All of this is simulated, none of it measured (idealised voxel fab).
process module | voxel transistor to metal
cross-section cut | 295 nm wide | cells 5 nm
A cross-section is a grid of square cells, given in bands from the top down. A band is one or more rows of cells.
Each band's line starts with the height of the band's top and of its bottom, in nm. Then come its materials from left to right, each with its width in nm. One material with "throughout" fills the band from edge to edge. "air" is empty space.
Height 0 is the level under which the wafer as received is all one material. The lowest band goes on downwards, as in "0 down".
A width such as "30 to 40" changes by the same amount from each row of cells to the next, from the band's top row to its bottom row.
"no change" after a step means that no cell of the cross-section changed.
closed voids: empty space of 8 cells or more with no open way to the top, each as width x height at its distance from the left edge, in nm
after a step's settings: what the simulator itself notes on the step
overlay nm, on a step with a mask: how far to the right of its planned place the mask lay; to the left if negative
plan
1 op RECEIVE | material Si
2 op CONFORMAL_DEP | material SiO2 | thk nm 5
3 op CONFORMAL_DEP | material SiN | thk nm 10
4 op PATTERN | tone cover | mask id ACTIVE | material resist | width nm 115 | pitch nm 145 | thk nm 15 | overlay nm 0
5 op DIRECTIONAL_ETCH | etch materials SiN | depth nm 10
6 op DIRECTIONAL_ETCH | etch materials SiO2 | depth nm 5
7 op DIRECTIONAL_ETCH | etch materials Si | depth nm 20
8 op STRIP | etch materials resist
9 op OXIDIZE | depth nm 5
10 op FILL_DEP | material SiO2 | thk nm 5
11 op CMP | height nm 15
12 op SELECTIVE_ETCH | etch materials SiO2 | depth nm 10
13 op STRIP | etch materials SiN
14 op SELECTIVE_ETCH | etch materials SiO2 | depth nm 5
15 op OXIDIZE | depth nm 5
16 op DIRECTIONAL_DEP | material polySi | thk nm 30
17 op DIRECTIONAL_DEP | material SiCN | thk nm 10
18 op DIRECTIONAL_DEP | material aC | thk nm 10
19 op PATTERN | tone cover | mask id GATE | material resist | width nm 35 | pitch nm 145 | thk nm 25 | overlay nm -15
20 op DIRECTIONAL_ETCH | etch materials aC | depth nm 10
21 op STRIP | etch materials resist
22 op DIRECTIONAL_ETCH | etch materials SiCN | depth nm 20
23 op DIRECTIONAL_ETCH | etch materials polySi | depth nm 40
24 op STRIP | etch materials aC
25 op CONFORMAL_DEP | material SiN | thk nm 10
26 op DIRECTIONAL_ETCH | etch materials SiN | depth nm 10
27 op DIRECTIONAL_ETCH | etch materials SiO2 | depth nm 5
28 op EPI | material pSi | thk nm 5
29 op FILL_DEP | material SiO2 | thk nm 10
30 op CMP | height nm 30
31 op STRIP | etch materials polySi
32 op SELECTIVE_ETCH | etch materials SiO2 | depth nm 5
33 op CONFORMAL_DEP | material HfO2 | thk nm 5
34 op CONFORMAL_DEP | material TiN | thk nm 5
35 op FILL_DEP | material W | thk nm 10
36 op CMP | height nm 25
37 op DIRECTIONAL_DEP | material SiO2 | thk nm 10
38 op MASKED_ETCH | tone open | mask id CONTACT | width nm 15 | etch materials SiO2 | depth nm 35 | overlay nm 0
39 op CONFORMAL_DEP | material TiN | thk nm 5
40 op FILL_DEP | material Ru | thk nm 5
41 op CMP | height nm 35
42 op DIRECTIONAL_DEP | material TiN | thk nm 5
43 op DIRECTIONAL_DEP | material Ru | thk nm 15
44 op DIRECTIONAL_DEP | material aC | thk nm 15
45 op PATTERN | tone cover | mask id METAL_1 | material resist | width nm 15 | thk nm 30 | overlay nm 0
46 op DIRECTIONAL_ETCH | etch materials aC | depth nm 15
47 op STRIP | etch materials resist
48 op DIRECTIONAL_ETCH | etch materials Ru | depth nm 15
49 op DIRECTIONAL_ETCH | etch materials TiN | depth nm 5
50 op STRIP | etch materials aC
51 op CONFORMAL_DEP | material SiN | thk nm 5
52 op FILL_DEP | material lowk | thk nm 5
53 op CMP | height nm 55
54 op CONFORMAL_DEP | material SiN | thk nm 5
varied across the wafers: overlay nm of step 19. The plan shows the first wafer's value. All wafers start alike
first wafer as received, after step 1
  0 down: Si throughout
  closed voids: none
first wafer at the end, after step 54
  60 to 55: SiN throughout
  55 to 40: lowk 20 | SiN 5 | Ru 15 | SiN 5 | lowk 55 | SiN 5 | Ru 15 | SiN 5 | lowk 40 | SiN 5 | Ru 15 | SiN 5 | lowk 55 | SiN 5 | Ru 15 | SiN 5 | lowk 25
  40 to 35: SiN 25 | TiN 15 | SiN 65 | TiN 15 | SiN 50 | TiN 15 | SiN 65 | TiN 15 | SiN 30
  35 to 30: SiO2 25 | TiN 5 | Ru 5 | TiN 5 | SiO2 65 | TiN 5 | Ru 5 | TiN 5 | SiO2 50 | TiN 5 | Ru 5 | TiN 5 | SiO2 65 | TiN 5 | Ru 5 | TiN 5 | SiO2 30
  30 to 25: SiO2 25 | TiN 15 | SiO2 65 | TiN 5 | Ru 5 | TiN 5 | SiO2 50 | TiN 15 | SiO2 65 | TiN 5 | Ru 5 | TiN 5 | SiO2 30
  25 to 5: SiO2 25 | TiN 5 | SiN 10 | HfO2 5 | TiN 5 | W 15 | TiN 5 | HfO2 5 | SiN 10 | SiO2 20 | TiN 5 | Ru 5 | TiN 5 | SiO2 50 | TiN 5 | SiN 10 | HfO2 5 | TiN 5 | W 15 | TiN 5 | HfO2 5 | SiN 10 | SiO2 20 | TiN 5 | Ru 5 | TiN 5 | SiO2 30
  5 to 0: SiO2 25 | TiN 5 | SiN 10 | HfO2 5 | TiN 25 | HfO2 5 | SiN 10 | SiO2 20 | TiN 15 | SiO2 50 | TiN 5 | SiN 10 | HfO2 5 | TiN 25 | HfO2 5 | SiN 10 | SiO2 20 | TiN 15 | SiO2 30
  0 to -5: SiO2 15 | pSi 15 | SiO2 5 | HfO2 45 | SiO2 5 | pSi 45 | SiO2 30 | pSi 15 | SiO2 5 | HfO2 45 | SiO2 5 | pSi 45 | SiO2 20
  -5 to -25: SiO2 20 | Si 105 | SiO2 40 | Si 105 | SiO2 25
  -25 down: Si throughout
  closed voids: none
last wafer at the end
  60 to 55: SiN throughout
  55 to 40: lowk 20 | SiN 5 | Ru 15 | SiN 5 | lowk 55 | SiN 5 | Ru 15 | SiN 5 | lowk 40 | SiN 5 | Ru 15 | SiN 5 | lowk 55 | SiN 5 | Ru 15 | SiN 5 | lowk 25
  40 to 35: SiN 25 | TiN 15 | SiN 65 | TiN 15 | SiN 50 | TiN 15 | SiN 65 | TiN 15 | SiN 30
  35 to 30: SiO2 25 | TiN 5 | Ru 5 | TiN 5 | SiO2 65 | TiN 5 | Ru 5 | TiN 5 | SiO2 50 | TiN 5 | Ru 5 | TiN 5 | SiO2 65 | TiN 5 | Ru 5 | TiN 5 | SiO2 30
  30 to 25: SiO2 25 | TiN 5 | Ru 5 | TiN 5 | SiO2 65 | TiN 15 | SiO2 50 | TiN 5 | Ru 5 | TiN 5 | SiO2 65 | TiN 15 | SiO2 30
  25 to 5: SiO2 25 | TiN 5 | Ru 5 | TiN 5 | SiO2 20 | SiN 10 | HfO2 5 | TiN 5 | W 15 | TiN 5 | HfO2 5 | SiN 10 | TiN 5 | SiO2 50 | TiN 5 | Ru 5 | TiN 5 | SiO2 20 | SiN 10 | HfO2 5 | TiN 5 | W 15 | TiN 5 | HfO2 5 | SiN 10 | TiN 5 | SiO2 30
  5 to 0: SiO2 25 | TiN 15 | SiO2 20 | SiN 10 | HfO2 5 | TiN 25 | HfO2 5 | SiN 10 | TiN 5 | SiO2 50 | TiN 15 | SiO2 20 | SiN 10 | HfO2 5 | TiN 25 | HfO2 5 | SiN 10 | TiN 5 | SiO2 30
  0 to -5: SiO2 15 | pSi 45 | SiO2 5 | HfO2 45 | SiO2 5 | pSi 15 | SiO2 30 | pSi 45 | SiO2 5 | HfO2 45 | SiO2 5 | pSi 15 | SiO2 20
  -5 to -25: SiO2 20 | Si 105 | SiO2 40 | Si 105 | SiO2 25
  -25 down: Si throughout
  closed voids: none
each wafer at the end: cells of each material gained (+) or lost (-) since it was received, then its closed voids
overlay nm -15 | +38 HfO2 | +50 Ru | -127 Si | +170 SiN | +324 SiO2 | +88 TiN | +24 W | +117 lowk | +24 pSi | closed voids: none
overlay nm -10 | +38 HfO2 | +50 Ru | -127 Si | +170 SiN | +314 SiO2 | +98 TiN | +24 W | +117 lowk | +24 pSi | closed voids: none
overlay nm -5 | +38 HfO2 | +60 Ru | -127 Si | +170 SiN | +304 SiO2 | +98 TiN | +24 W | +117 lowk | +24 pSi | closed voids: none
overlay nm 0 | +38 HfO2 | +60 Ru | -127 Si | +170 SiN | +304 SiO2 | +98 TiN | +24 W | +117 lowk | +24 pSi | closed voids: none
overlay nm 5 | +38 HfO2 | +60 Ru | -127 Si | +170 SiN | +304 SiO2 | +98 TiN | +24 W | +117 lowk | +24 pSi | closed voids: none
overlay nm 10 | +38 HfO2 | +50 Ru | -127 Si | +170 SiN | +314 SiO2 | +98 TiN | +24 W | +117 lowk | +24 pSi | closed voids: none
overlay nm 15 | +38 HfO2 | +50 Ru | -127 Si | +170 SiN | +324 SiO2 | +88 TiN | +24 W | +117 lowk | +24 pSi | closed voids: none
